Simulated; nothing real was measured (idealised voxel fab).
The process module presented herein is designated voxel self aligned contacts.
Displayed cross-section: cut, width of 185 nm, square cells sized 5 nm.
Cross-sections here: square-cell grids, written as top-down lists of bands, a band being one or more rows of cells.
Band: top height; bottom height; in nm. Then, left to right: material with width in nm, for each material. "throughout": a single material spanning edge to edge. "blank": empty space.
Height datum 0, below which the as-received substrate wafer is one material. Lowest band open at the bottom, running downward: "0..down".
Quick explanation for "30 to 40": the width changes in equal steps down the rows of cells, from the first number in the band's top row to the second number in its bottom row.
"left unchanged" (step): cross-section cells unchanged, all of them.
Heads up: "Fully closed voids" only lists the empty pockets with no open path to the top that are 8 cells or more, and it writes them as width x height at distance, distance from the left edge, in nm.
Heads up: the bit after the settings on a step's line is the simulator's remark on that step.
The line of a step may include "overlay nm". On a step with a mask, this value is how far to the right of its planned place the mask lay. A negative value means the mask lay to the left.

SO HERE'S THE LINEUP OF PROCESS STEPS WE PLANNED
step 1: RECEIVE (material Si)
step 2: CONFORMAL_DEP (material SiO2; thk nm 5)
step 3: DIRECTIONAL_DEP (material polySi; thk nm 25)
step 4: DIRECTIONAL_DEP (material SiN; thk nm 20)
step 5: MASKED_ETCH (tone cover; mask id GATE; width nm 25; pitch nm 55; etch materials SiN; depth nm 20; overlay nm 0)
step 6: MASKED_ETCH (tone cover; mask id GATE; width nm 25; pitch nm 55; etch materials polySi; depth nm 25; overlay nm 0)
step 7: CONFORMAL_DEP (material SiN; thk nm 5)
step 8: DIRECTIONAL_ETCH (etch materials SiN; depth nm 5)
step 9: FILL_DEP (material SiO2; thk nm 15)
step 10: CMP (height nm 60)
step 11: DIRECTIONAL_DEP (material aC; thk nm 15)
step 12: PATTERN (tone open; mask id CONTACT; material resist; width nm 40; thk nm 35; overlay nm 0)
step 13: DIRECTIONAL_ETCH (etch materials aC; depth nm 15)
step 14: STRIP (etch materials resist)
step 15: DIRECTIONAL_ETCH (etch materials SiO2; depth nm 60)
step 16: STRIP (etch materials aC)
step 17: CONFORMAL_DEP (material TiN; thk nm 5)
step 18: FILL_DEP (material Ru; thk nm 10)
step 19: CMP (height nm 60)
step 20: CONFORMAL_DEP (material SiCN; thk nm 5)

FIRST OF TWO WAFERS - AS PLANNED

CROSS-SECTION OF THE INCOMING WAFER, STATE AFTER STEP 1
> 0..down = Si throughout
> Fully closed voids: none

WAFER AFTER STEP 2 (CROSS-SECTION)
> 5..0 = SiO2 throughout
> Below 0, no change.

WAFER AFTER STEP 3 (CROSS-SECTION)
> 30..5 = polySi throughout
> Below 5, no change.

WAFER AFTER STEP 4 (CROSS-SECTION)
> 50..30 = SiN throughout
> Below 30, no change.

WAFER AFTER STEP 5 (CROSS-SECTION)
> 50..30 = blank (50) / SiN (25) / blank (30) / SiN (25) / blank (55)
> Below 30, no change.

WAFER AFTER STEP 6 (CROSS-SECTION)
> 50..30 = blank (50) / SiN (25) / blank (30) / SiN (25) / blank (55)
> 30..5 = blank (50) / polySi (25) / blank (30) / polySi (25) / blank (55)
> Below 5, no change.

WAFER AFTER STEP 7 (CROSS-SECTION)
> 55..30 = blank (45) / SiN (35) / blank (20) / SiN (35) / blank (50)
> 30..10 = blank (45) / SiN (5) / polySi (25) / SiN (5) / blank (20) / SiN (5) / polySi (25) / SiN (5) / blank (50)
> 10..5 = SiN (50) / polySi (25) / SiN (30) / polySi (25) / SiN (55)
> Below 5, no change.

WAFER AFTER STEP 8 (CROSS-SECTION)
> 50..30 = blank (45) / SiN (35) / blank (20) / SiN (35) / blank (50)
> 30..5 = blank (45) / SiN (5) / polySi (25) / SiN (5) / blank (20) / SiN (5) / polySi (25) / SiN (5) / blank (50)
> Below 5, no change.

WAFER AFTER STEP 9 (CROSS-SECTION)
> 65..50 = SiO2 throughout
> 50..30 = SiO2 (45) / SiN (35) / SiO2 (20) / SiN (35) / SiO2 (50)
> 30..5 = SiO2 (45) / SiN (5) / polySi (25) / SiN (5) / SiO2 (20) / SiN (5) / polySi (25) / SiN (5) / SiO2 (50)
> Below 5, no change.

WAFER AFTER STEP 10 (CROSS-SECTION)
> 60..50 = SiO2 throughout
> Below 50, no change.

WAFER AFTER STEP 11 (CROSS-SECTION)
> 75..60 = aC throughout
> Below 60, no change.

WAFER AFTER STEP 12 (CROSS-SECTION)
> 110..75 = resist (70) / blank (40) / resist (75)
> Below 75, no change.

WAFER AFTER STEP 13 (CROSS-SECTION)
> 95..75 = resist (70) / blank (40) / resist (75)
> 75..60 = aC (70) / blank (40) / aC (75)
> Below 60, no change.

WAFER AFTER STEP 14 (CROSS-SECTION)
> 75..60 = aC (70) / blank (40) / aC (75)
> Below 60, no change.

WAFER AFTER STEP 15 (CROSS-SECTION)
> 75..60 = aC (70) / blank (40) / aC (75)
> 60..50 = SiO2 (70) / blank (40) / SiO2 (75)
> 50..30 = SiO2 (45) / SiN (35) / blank (20) / SiN (35) / SiO2 (50)
> 30..5 = SiO2 (45) / SiN (5) / polySi (25) / SiN (5) / blank (20) / SiN (5) / polySi (25) / SiN (5) / SiO2 (50)
> 5..0 = SiO2 (80) / blank (20) / SiO2 (85)
> Below 0, no change.

WAFER AFTER STEP 16 (CROSS-SECTION)
> 60..50 = SiO2 (70) / blank (40) / SiO2 (75)
> Below 50, no change.

WAFER AFTER STEP 17 (CROSS-SECTION)
> 65..60 = TiN (75) / blank (30) / TiN (80)
> 60..50 = SiO2 (70) / TiN (5 to 15) / blank (30 to 10) / TiN (5 to 15) / SiO2 (75)
> 50..30 = SiO2 (45) / SiN (35) / TiN (5) / blank (10) / TiN (5) / SiN (35) / SiO2 (50)
> 30..5 = SiO2 (45) / SiN (5) / polySi (25) / SiN (5) / TiN (5) / blank (10) / TiN (5) / SiN (5) / polySi (25) / SiN (5) / SiO2 (50)
> 5..0 = SiO2 (80) / TiN (20) / SiO2 (85)
> Below 0, no change.

WAFER AFTER STEP 18 (CROSS-SECTION)
> 75..65 = Ru throughout
> 65..60 = TiN (75) / Ru (30) / TiN (80)
> 60..50 = SiO2 (70) / TiN (5 to 15) / Ru (30 to 10) / TiN (5 to 15) / SiO2 (75)
> 50..30 = SiO2 (45) / SiN (35) / TiN (5) / Ru (10) / TiN (5) / SiN (35) / SiO2 (50)
> 30..5 = SiO2 (45) / SiN (5) / polySi (25) / SiN (5) / TiN (5) / Ru (10) / TiN (5) / SiN (5) / polySi (25) / SiN (5) / SiO2 (50)
> Below 5, no change.

WAFER AFTER STEP 19 (CROSS-SECTION)
> 60..50 = SiO2 (70) / TiN (5 to 15) / Ru (30 to 10) / TiN (5 to 15) / SiO2 (75)
> Below 50, no change.

WAFER AFTER STEP 20 (CROSS-SECTION)
> 65..60 = SiCN throughout
> Below 60, no change.

WAFER TWO OF TWO - SAME STARTING POINT, SAME PROCESS PLAN, ONE MISTAKE IN EXECUTION; MATCHES WAFER ONE UP TO AND INCLUDING STEP 8

AT THE PLANNED END OF STEP 9, THE SECOND WAFER IN CROSS-SECTION
> 65..50 = aC throughout
> 50..30 = aC (45) / SiN (35) / aC (20) / SiN (35) / aC (50)
> 30..5 = aC (45) / SiN (5) / polySi (25) / SiN (5) / aC (20) / SiN (5) / polySi (25) / SiN (5) / aC (50)
> Below 5, no change.

AT THE PLANNED END OF STEP 10, THE SECOND WAFER IN CROSS-SECTION
> 60..50 = aC throughout
> Below 50, no change.

AT THE PLANNED END OF STEP 11, THE SECOND WAFER IN CROSS-SECTION
> 75..50 = aC throughout
> Below 50, no change.

AT THE PLANNED END OF STEP 12, THE SECOND WAFER IN CROSS-SECTION
> 110..75 = resist (70) / blank (40) / resist (75)
> Below 75, no change.

AT THE PLANNED END OF STEP 13, THE SECOND WAFER IN CROSS-SECTION
> 95..75 = resist (70) / blank (40) / resist (75)
> 75..60 = aC (70) / blank (40) / aC (75)
> Below 60, no change.

AT THE PLANNED END OF STEP 14, THE SECOND WAFER IN CROSS-SECTION
> 75..60 = aC (70) / blank (40) / aC (75)
> Below 60, no change.

At the planned end of step 15, the second wafer in cross-section: left unchanged

AT THE PLANNED END OF STEP 16, THE SECOND WAFER IN CROSS-SECTION
> 50..30 = blank (45) / SiN (35) / blank (20) / SiN (35) / blank (50)
> 30..5 = blank (45) / SiN (5) / polySi (25) / SiN (5) / blank (20) / SiN (5) / polySi (25) / SiN (5) / blank (50)
> Below 5, no change.

AT THE PLANNED END OF STEP 17, THE SECOND WAFER IN CROSS-SECTION
> 55..50 = blank (40) / TiN (45) / blank (10) / TiN (45) / blank (45)
> 50..30 = blank (40) / TiN (5) / SiN (35) / TiN (5) / blank (10) / TiN (5) / SiN (35) / TiN (5) / blank (45)
> 30..10 = blank (40) / TiN (5) / SiN (5) / polySi (25) / SiN (5) / TiN (5) / blank (10) / TiN (5) / SiN (5) / polySi (25) / SiN (5) / TiN (5) / blank (45)
> 10..5 = TiN (45) / SiN (5) / polySi (25) / SiN (5) / TiN (20) / SiN (5) / polySi (25) / SiN (5) / TiN (50)
> Below 5, no change.

AT THE PLANNED END OF STEP 18, THE SECOND WAFER IN CROSS-SECTION
> 65..55 = Ru throughout
> 55..50 = Ru (40) / TiN (45) / Ru (10) / TiN (45) / Ru (45)
> 50..30 = Ru (40) / TiN (5) / SiN (35) / TiN (5) / Ru (10) / TiN (5) / SiN (35) / TiN (5) / Ru (45)
> 30..10 = Ru (40) / TiN (5) / SiN (5) / polySi (25) / SiN (5) / TiN (5) / Ru (10) / TiN (5) / SiN (5) / polySi (25) / SiN (5) / TiN (5) / Ru (45)
> Below 10, no change.

AT THE PLANNED END OF STEP 19, THE SECOND WAFER IN CROSS-SECTION
> 60..55 = Ru throughout
> Below 55, no change.

AT THE PLANNED END OF STEP 20, THE SECOND WAFER IN CROSS-SECTION
> 65..60 = SiCN throughout
> Below 60, no change.
Deviation noted in wafer processing: step 9 ran with different settings than intended, the actual operation and settings being FILL_DEP (material aC; thk nm 15)
Final wafer comparison in cells, second versus first, more or fewer per material: Ru +182; SiO2 -225; TiN +43
